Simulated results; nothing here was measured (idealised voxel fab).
voxel capacitor over wiring: a process module
Square cell edge 5 nm, section width 175 nm, ID cut.
If you're reading a cross-section in this doc, picture square cells in a grid; it comes to you as bands, top ones listed first down to the bottom, and a band can be one or more rows of cells. Quick guide to a band line: top height, bottom height (nm) up front; then every material left to right with its width in nm. Only one material and it's marked "edge to edge"? Then it fills the band edge to edge. And "blank" just means empty space. For the purposes of this specification, 0 denotes the height below which the wafer in its as-received condition is composed wholly of one material, and the lowermost band, lacking a lower limit, extends downward without end, as expressed in "top 0, no bottom". A two-number width, for instance "30 to 40", indicates that the width is equal to the first number in the top row of the band and to the second number in the bottom row, and that it changes by a constant amount per row of cells. Given "everything unchanged" for a step, no cell of the cross-section differs between before and after that step. The entry titled "Enclosed void listing" provides the empty spaces that have no open way to the top, restricted to those of 8 cells or more. Each is presented as width x height at distance, the distance being measured from the left edge, with all three in nm. The remark found on a step's line after its settings is issued by the simulator itself and pertains to that step. overlay nm, on a step with a mask: how far to the right of its planned place the mask lay; to the left if negative.

## Below is the list of planned process steps
1) RECEIVE,material Si
2) CONFORMAL_DEP,material SiO2,thk nm 10
3) DIRECTIONAL_DEP,material TiN,thk nm 5
4) DIRECTIONAL_DEP,material W,thk nm 15
5) PATTERN,tone cover,mask id METAL_1,material resist,width nm 25,pitch nm 75,thk nm 20,overlay nm 0
6) DIRECTIONAL_ETCH,etch materials W,depth nm 15
7) DIRECTIONAL_ETCH,etch materials TiN,depth nm 5
8) STRIP,etch materials resist
9) CONFORMAL_DEP,material SiCN,thk nm 5
10) FILL_DEP,material lowk,thk nm 5
11) CMP,height nm 30
12) CONFORMAL_DEP,material SiCN,thk nm 5
13) DIRECTIONAL_DEP,material lowk,thk nm 10
14) DIRECTIONAL_DEP,material aC,thk nm 15
15) PATTERN,tone open,mask id PLUG_1,material resist,width nm 15,thk nm 35,overlay nm 0
16) DIRECTIONAL_ETCH,etch materials aC,depth nm 15
17) STRIP,etch materials resist
18) DIRECTIONAL_ETCH,etch materials lowk,depth nm 10
19) DIRECTIONAL_ETCH,etch materials SiCN,depth nm 5
20) STRIP,etch materials aC
21) EPI,material Ru,thk nm 10
22) EPI,material Ru,thk nm 5
23) DIRECTIONAL_DEP,material TiN,thk nm 5
24) DIRECTIONAL_DEP,material Al2O3,thk nm 5
25) DIRECTIONAL_DEP,material TiN,thk nm 5
26) MASKED_ETCH,tone cover,mask id UPPER_PLATE,width nm 55,etch materials TiN,depth nm 5,overlay nm 0
27) MASKED_ETCH,tone cover,mask id UPPER_PLATE,width nm 55,etch materials Al2O3,depth nm 5,overlay nm 0
28) PATTERN,tone cover,mask id LOWER_PLATE,material resist,width nm 65,thk nm 20,overlay nm 0
29) DIRECTIONAL_ETCH,etch materials TiN,depth nm 5
30) STRIP,etch materials resist
31) FILL_DEP,material SiO2,thk nm 20
32) CMP,height nm 75
33) PATTERN,tone open,mask id PLUG_2,material resist,width nm 15,thk nm 20,overlay nm 0
34) DIRECTIONAL_ETCH,etch materials SiO2,depth nm 15
35) STRIP,etch materials resist
36) CONFORMAL_DEP,material TiN,thk nm 5
37) FILL_DEP,material W,thk nm 5
38) CMP,height nm 75
39) CONFORMAL_DEP,material SiCN,thk nm 5

## First wafer, two in total, run as planned

## Delivered wafer in cross-section: state after step 1
> top 0, no bottom | Si edge to edge
> Enclosed void listing: none

## Sectional view: wafer, after step 2
> top 10, bottom 0 | SiO2 edge to edge
> Note: structure below 0 unchanged.

## Sectional view: wafer, after step 3
> top 15, bottom 10 | TiN edge to edge
> Note: structure below 10 unchanged.

## Sectional view: wafer, after step 4
> top 30, bottom 15 | W edge to edge
> Note: structure below 15 unchanged.

## Sectional view: wafer, after step 5
> top 50, bottom 30 | 35 blank, then 25 resist, then 50 blank, then 25 resist, then 40 blank
> Note: structure below 30 unchanged.

## Sectional view: wafer, after step 6
> top 50, bottom 30 | 35 blank, then 25 resist, then 50 blank, then 25 resist, then 40 blank
> top 30, bottom 15 | 35 blank, then 25 W, then 50 blank, then 25 W, then 40 blank
> Note: structure below 15 unchanged.

## Sectional view: wafer, after step 7
> top 50, bottom 30 | 35 blank, then 25 resist, then 50 blank, then 25 resist, then 40 blank
> top 30, bottom 15 | 35 blank, then 25 W, then 50 blank, then 25 W, then 40 blank
> top 15, bottom 10 | 35 blank, then 25 TiN, then 50 blank, then 25 TiN, then 40 blank
> Note: structure below 10 unchanged.

## Sectional view: wafer, after step 8
> top 30, bottom 15 | 35 blank, then 25 W, then 50 blank, then 25 W, then 40 blank
> Note: structure below 15 unchanged.

## Sectional view: wafer, after step 9
> top 35, bottom 30 | 30 blank, then 35 SiCN, then 40 blank, then 35 SiCN, then 35 blank
> top 30, bottom 15 | 30 blank, then 5 SiCN, then 25 W, then 5 SiCN, then 40 blank, then 5 SiCN, then 25 W, then 5 SiCN, then 35 blank
> top 15, bottom 10 | 35 SiCN, then 25 TiN, then 50 SiCN, then 25 TiN, then 40 SiCN
> Note: structure below 10 unchanged.

## Sectional view: wafer, after step 10
> top 40, bottom 35 | lowk edge to edge
> top 35, bottom 30 | 30 lowk, then 35 SiCN, then 40 lowk, then 35 SiCN, then 35 lowk
> top 30, bottom 15 | 30 lowk, then 5 SiCN, then 25 W, then 5 SiCN, then 40 lowk, then 5 SiCN, then 25 W, then 5 SiCN, then 35 lowk
> Note: structure below 15 unchanged.

## Sectional view: wafer, after step 11
> top 30, bottom 15 | 30 lowk, then 5 SiCN, then 25 W, then 5 SiCN, then 40 lowk, then 5 SiCN, then 25 W, then 5 SiCN, then 35 lowk
> Note: structure below 15 unchanged.

## Sectional view: wafer, after step 12
> top 35, bottom 30 | SiCN edge to edge
> Note: structure below 30 unchanged.

## Sectional view: wafer, after step 13
> top 45, bottom 35 | lowk edge to edge
> Note: structure below 35 unchanged.

## Sectional view: wafer, after step 14
> top 60, bottom 45 | aC edge to edge
> Note: structure below 45 unchanged.

## Sectional view: wafer, after step 15
> top 95, bottom 60 | 45 resist, then 15 blank, then 115 resist
> Note: structure below 60 unchanged.

## Sectional view: wafer, after step 16
> top 80, bottom 60 | 45 resist, then 15 blank, then 115 resist
> top 60, bottom 45 | 45 aC, then 15 blank, then 115 aC
> Note: structure below 45 unchanged.

## Sectional view: wafer, after step 17
> top 60, bottom 45 | 45 aC, then 15 blank, then 115 aC
> Note: structure below 45 unchanged.

## Sectional view: wafer, after step 18
> top 60, bottom 45 | 45 aC, then 15 blank, then 115 aC
> top 45, bottom 35 | 45 lowk, then 15 blank, then 115 lowk
> Note: structure below 35 unchanged.

## Sectional view: wafer, after step 19
> top 60, bottom 45 | 45 aC, then 15 blank, then 115 aC
> top 45, bottom 35 | 45 lowk, then 15 blank, then 115 lowk
> top 35, bottom 30 | 45 SiCN, then 15 blank, then 115 SiCN
> Note: structure below 30 unchanged.

## Sectional view: wafer, after step 20
> top 45, bottom 35 | 45 lowk, then 15 blank, then 115 lowk
> Note: structure below 35 unchanged.

## Sectional view: wafer, after step 21
> top 45, bottom 40 | 45 lowk, then 15 blank, then 115 lowk
> top 40, bottom 35 | 45 lowk, then 15 Ru, then 115 lowk
> top 35, bottom 30 | 45 SiCN, then 15 Ru, then 115 SiCN
> Note: structure below 30 unchanged.

## Sectional view: wafer, after step 22
> top 45, bottom 35 | 45 lowk, then 15 Ru, then 115 lowk
> Note: structure below 35 unchanged.

## Sectional view: wafer, after step 23
> top 50, bottom 45 | TiN edge to edge
> Note: structure below 45 unchanged.

## Sectional view: wafer, after step 24
> top 55, bottom 50 | Al2O3 edge to edge
> Note: structure below 50 unchanged.

## Sectional view: wafer, after step 25
> top 60, bottom 55 | TiN edge to edge
> Note: structure below 55 unchanged.

## Sectional view: wafer, after step 26
> top 60, bottom 55 | 45 blank, then 55 TiN, then 75 blank
> Note: structure below 55 unchanged.

## Sectional view: wafer, after step 27
> top 60, bottom 55 | 45 blank, then 55 TiN, then 75 blank
> top 55, bottom 50 | 45 blank, then 55 Al2O3, then 75 blank
> Note: structure below 50 unchanged.

## Sectional view: wafer, after step 28
> top 80, bottom 60 | 40 blank, then 65 resist, then 70 blank
> top 60, bottom 55 | 40 blank, then 5 resist, then 55 TiN, then 5 resist, then 70 blank
> top 55, bottom 50 | 40 blank, then 5 resist, then 55 Al2O3, then 5 resist, then 70 blank
> Note: structure below 50 unchanged.

## Sectional view: wafer, after step 29
> top 80, bottom 60 | 40 blank, then 65 resist, then 70 blank
> top 60, bottom 55 | 40 blank, then 5 resist, then 55 TiN, then 5 resist, then 70 blank
> top 55, bottom 50 | 40 blank, then 5 resist, then 55 Al2O3, then 5 resist, then 70 blank
> top 50, bottom 45 | 40 blank, then 65 TiN, then 70 blank
> Note: structure below 45 unchanged.

## Sectional view: wafer, after step 30
> top 60, bottom 55 | 45 blank, then 55 TiN, then 75 blank
> top 55, bottom 50 | 45 blank, then 55 Al2O3, then 75 blank
> Note: structure below 50 unchanged.

## Sectional view: wafer, after step 31
> top 80, bottom 60 | SiO2 edge to edge
> top 60, bottom 55 | 45 SiO2, then 55 TiN, then 75 SiO2
> top 55, bottom 50 | 45 SiO2, then 55 Al2O3, then 75 SiO2
> top 50, bottom 45 | 40 SiO2, then 65 TiN, then 70 SiO2
> Note: structure below 45 unchanged.

## Sectional view: wafer, after step 32
> top 75, bottom 60 | SiO2 edge to edge
> Note: structure below 60 unchanged.

## Sectional view: wafer, after step 33
> top 95, bottom 75 | 55 resist, then 15 blank, then 105 resist
> Note: structure below 75 unchanged.

## Sectional view: wafer, after step 34
> top 95, bottom 75 | 55 resist, then 15 blank, then 105 resist
> top 75, bottom 60 | 55 SiO2, then 15 blank, then 105 SiO2
> Note: structure below 60 unchanged.

## Sectional view: wafer, after step 35
> top 75, bottom 60 | 55 SiO2, then 15 blank, then 105 SiO2
> Note: structure below 60 unchanged.

## Sectional view: wafer, after step 36
> top 80, bottom 75 | 60 TiN, then 5 blank, then 110 TiN
> top 75, bottom 65 | 55 SiO2, then 5 TiN, then 5 blank, then 5 TiN, then 105 SiO2
> top 65, bottom 55 | 55 to 45 SiO2, then 15 to 55 TiN, then 105 to 75 SiO2
> Note: structure below 55 unchanged.

## Sectional view: wafer, after step 37
> top 85, bottom 80 | W edge to edge
> top 80, bottom 75 | 60 TiN, then 5 W, then 110 TiN
> top 75, bottom 65 | 55 SiO2, then 5 TiN, then 5 W, then 5 TiN, then 105 SiO2
> Note: structure below 65 unchanged.

## Sectional view: wafer, after step 38
> top 75, bottom 65 | 55 SiO2, then 5 TiN, then 5 W, then 5 TiN, then 105 SiO2
> Note: structure below 65 unchanged.

## Sectional view: wafer, after step 39
> top 80, bottom 75 | SiCN edge to edge
> Note: structure below 75 unchanged.

## The remaining wafer, second of the two, started like the first and was run to the same plan, except that one mistake was made along the way; the two coincide through step 11, inclusive

## The second wafer in cross-section, at the planned close of step 12
> top 40, bottom 30 | lowk edge to edge
> Note: structure below 30 unchanged.

## The second wafer in cross-section, at the planned close of step 13
> top 45, bottom 40 | SiCN edge to edge
> Note: structure below 40 unchanged.

## The second wafer in cross-section, at the planned close of step 14
> top 60, bottom 45 | aC edge to edge
> Note: structure below 45 unchanged.

## The second wafer in cross-section, at the planned close of step 15
> top 95, bottom 60 | 45 resist, then 15 blank, then 115 resist
> Note: structure below 60 unchanged.

## The second wafer in cross-section, at the planned close of step 16
> top 80, bottom 60 | 45 resist, then 15 blank, then 115 resist
> top 60, bottom 45 | 45 aC, then 15 blank, then 115 aC
> Note: structure below 45 unchanged.

## The second wafer in cross-section, at the planned close of step 17
> top 60, bottom 45 | 45 aC, then 15 blank, then 115 aC
> Note: structure below 45 unchanged.

The second wafer in cross-section, at the planned close of step 18: everything unchanged

## The second wafer in cross-section, at the planned close of step 19
> top 60, bottom 45 | 45 aC, then 15 blank, then 115 aC
> top 45, bottom 40 | 45 SiCN, then 15 blank, then 115 SiCN
> Note: structure below 40 unchanged.

## The second wafer in cross-section, at the planned close of step 20
> top 45, bottom 40 | 45 SiCN, then 15 blank, then 115 SiCN
> Note: structure below 40 unchanged.

The second wafer in cross-section, at the planned close of step 21: everything unchanged

The second wafer in cross-section, at the planned close of step 22: everything unchanged

## The second wafer in cross-section, at the planned close of step 23
> top 50, bottom 45 | 45 TiN, then 15 blank, then 115 TiN
> top 45, bottom 40 | 45 SiCN, then 15 TiN, then 115 SiCN
> Note: structure below 40 unchanged.

## The second wafer in cross-section, at the planned close of step 24
> top 55, bottom 50 | 45 Al2O3, then 15 blank, then 115 Al2O3
> top 50, bottom 45 | 45 TiN, then 15 Al2O3, then 115 TiN
> Note: structure below 45 unchanged.

## The second wafer in cross-section, at the planned close of step 25
> top 60, bottom 55 | 45 TiN, then 15 blank, then 115 TiN
> top 55, bottom 50 | 45 Al2O3, then 15 TiN, then 115 Al2O3
> Note: structure below 50 unchanged.

## The second wafer in cross-section, at the planned close of step 26
> top 60, bottom 55 | 60 blank, then 40 TiN, then 75 blank
> Note: structure below 55 unchanged.

## The second wafer in cross-section, at the planned close of step 27
> top 60, bottom 55 | 60 blank, then 40 TiN, then 75 blank
> top 55, bottom 50 | 45 blank, then 15 TiN, then 40 Al2O3, then 75 blank
> Note: structure below 50 unchanged.

## The second wafer in cross-section, at the planned close of step 28
> top 80, bottom 60 | 40 blank, then 65 resist, then 70 blank
> top 60, bottom 55 | 40 blank, then 20 resist, then 40 TiN, then 5 resist, then 70 blank
> top 55, bottom 50 | 40 blank, then 5 resist, then 15 TiN, then 40 Al2O3, then 5 resist, then 70 blank
> Note: structure below 50 unchanged.

## The second wafer in cross-section, at the planned close of step 29
> top 80, bottom 60 | 40 blank, then 65 resist, then 70 blank
> top 60, bottom 55 | 40 blank, then 20 resist, then 40 TiN, then 5 resist, then 70 blank
> top 55, bottom 50 | 40 blank, then 5 resist, then 15 TiN, then 40 Al2O3, then 5 resist, then 70 blank
> top 50, bottom 45 | 40 blank, then 5 TiN, then 15 Al2O3, then 45 TiN, then 70 blank
> Note: structure below 45 unchanged.

## The second wafer in cross-section, at the planned close of step 30
> top 60, bottom 55 | 60 blank, then 40 TiN, then 75 blank
> top 55, bottom 50 | 45 blank, then 15 TiN, then 40 Al2O3, then 75 blank
> Note: structure below 50 unchanged.

## The second wafer in cross-section, at the planned close of step 31
> top 80, bottom 60 | SiO2 edge to edge
> top 60, bottom 55 | 60 SiO2, then 40 TiN, then 75 SiO2
> top 55, bottom 50 | 45 SiO2, then 15 TiN, then 40 Al2O3, then 75 SiO2
> top 50, bottom 45 | 40 SiO2, then 5 TiN, then 15 Al2O3, then 45 TiN, then 70 SiO2
> Note: structure below 45 unchanged.

## The second wafer in cross-section, at the planned close of step 32
> top 75, bottom 60 | SiO2 edge to edge
> Note: structure below 60 unchanged.

## The second wafer in cross-section, at the planned close of step 33
> top 95, bottom 75 | 55 resist, then 15 blank, then 105 resist
> Note: structure below 75 unchanged.

## The second wafer in cross-section, at the planned close of step 34
> top 95, bottom 75 | 55 resist, then 15 blank, then 105 resist
> top 75, bottom 60 | 55 SiO2, then 15 blank, then 105 SiO2
> Note: structure below 60 unchanged.

## The second wafer in cross-section, at the planned close of step 35
> top 75, bottom 60 | 55 SiO2, then 15 blank, then 105 SiO2
> Note: structure below 60 unchanged.

## The second wafer in cross-section, at the planned close of step 36
> top 80, bottom 75 | 60 TiN, then 5 blank, then 110 TiN
> top 75, bottom 65 | 55 SiO2, then 5 TiN, then 5 blank, then 5 TiN, then 105 SiO2
> top 65, bottom 55 | 55 to 60 SiO2, then 15 to 40 TiN, then 105 to 75 SiO2
> Note: structure below 55 unchanged.

## The second wafer in cross-section, at the planned close of step 37
> top 85, bottom 80 | W edge to edge
> top 80, bottom 75 | 60 TiN, then 5 W, then 110 TiN
> top 75, bottom 65 | 55 SiO2, then 5 TiN, then 5 W, then 5 TiN, then 105 SiO2
> Note: structure below 65 unchanged.

## The second wafer in cross-section, at the planned close of step 38
> top 75, bottom 65 | 55 SiO2, then 5 TiN, then 5 W, then 5 TiN, then 105 SiO2
> Note: structure below 65 unchanged.

## The second wafer in cross-section, at the planned close of step 39
> top 80, bottom 75 | SiCN edge to edge
> Note: structure below 75 unchanged.
Error vs. plan: the executed order of steps 12 and 13 is the reverse of that specified in the plan, each step having taken the other's position
The second wafer ends with more or fewer cells of some materials than the first, per final count: -9 Ru; +3 SiO2; +6 lowk
